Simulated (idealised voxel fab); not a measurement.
process module | voxel ribs on slabs
cross-section cut | 215 nm wide | cells 5 nm
A cross-section is a grid of square cells, given in bands from the top down. A band is one or more rows of cells.
Each band's line starts with the height of the band's top and of its bottom, in nm. Then come its materials from left to right, each with its width in nm. One material with "throughout" fills the band from edge to edge. "air" is empty space.
Height 0 is the level under which the wafer as received is all one material. The lowest band goes on downwards, as in "0 down".
A width such as "30 to 40" changes by the same amount from each row of cells to the next, from the band's top row to its bottom row.
"no change" after a step means that no cell of the cross-section changed.
closed voids: empty space of 8 cells or more with no open way to the top, each as width x height at its distance from the left edge, in nm
after a step's settings: what the simulator itself notes on the step
overlay nm, on a step with a mask: how far to the right of its planned place the mask lay; to the left if negative
plan
1 op RECEIVE | material Si
2 op DIRECTIONAL_DEP | material SiO2 | thk nm 30
3 op DIRECTIONAL_DEP | material polySi | thk nm 15
4 op PATTERN | tone cover | mask id RIB | material resist | width nm 20 | thk nm 15 | overlay nm 0
5 op DIRECTIONAL_ETCH | etch materials polySi | depth nm 10
6 op STRIP | etch materials resist
7 op DIRECTIONAL_DEP | material aC | thk nm 10
8 op PATTERN | tone cover | mask id SLAB | material resist | width nm 70 | thk nm 30 | overlay nm 0
9 op DIRECTIONAL_ETCH | etch materials aC | depth nm 10
10 op STRIP | etch materials resist
11 op DIRECTIONAL_ETCH | etch materials polySi | depth nm 5
12 op STRIP | etch materials aC
13 op FILL_DEP | material SiO2 | thk nm 20
14 op CMP | height nm 55
15 op DIRECTIONAL_DEP | material TiN | thk nm 5
16 op DIRECTIONAL_DEP | material aC | thk nm 10
17 op PATTERN | tone cover | mask id HEATER | material resist | width nm 30 | thk nm 30 | overlay nm 0
18 op DIRECTIONAL_ETCH | etch materials aC | depth nm 10
19 op STRIP | etch materials resist
20 op DIRECTIONAL_ETCH | etch materials TiN | depth nm 5
21 op STRIP | etch materials aC
22 op CONFORMAL_DEP | material SiO2 | thk nm 5
as received, after step 1
  0 down: Si throughout
  closed voids: none
a wafer at the end: this start, this plan, one mistake
  65 to 60: air 85 | SiO2 40 | air 90
  60 to 55: SiO2 90 | TiN 30 | SiO2 95
  55 to 45: SiO2 throughout
  45 to 35: SiO2 95 | polySi 20 | SiO2 100
  35 to 30: SiO2 70 | polySi 70 | SiO2 75
  30 to 0: polySi throughout
  0 down: Si throughout
  closed voids: none
what went wrong: step 2 ran as: op DIRECTIONAL_DEP | material polySi | thk nm 30
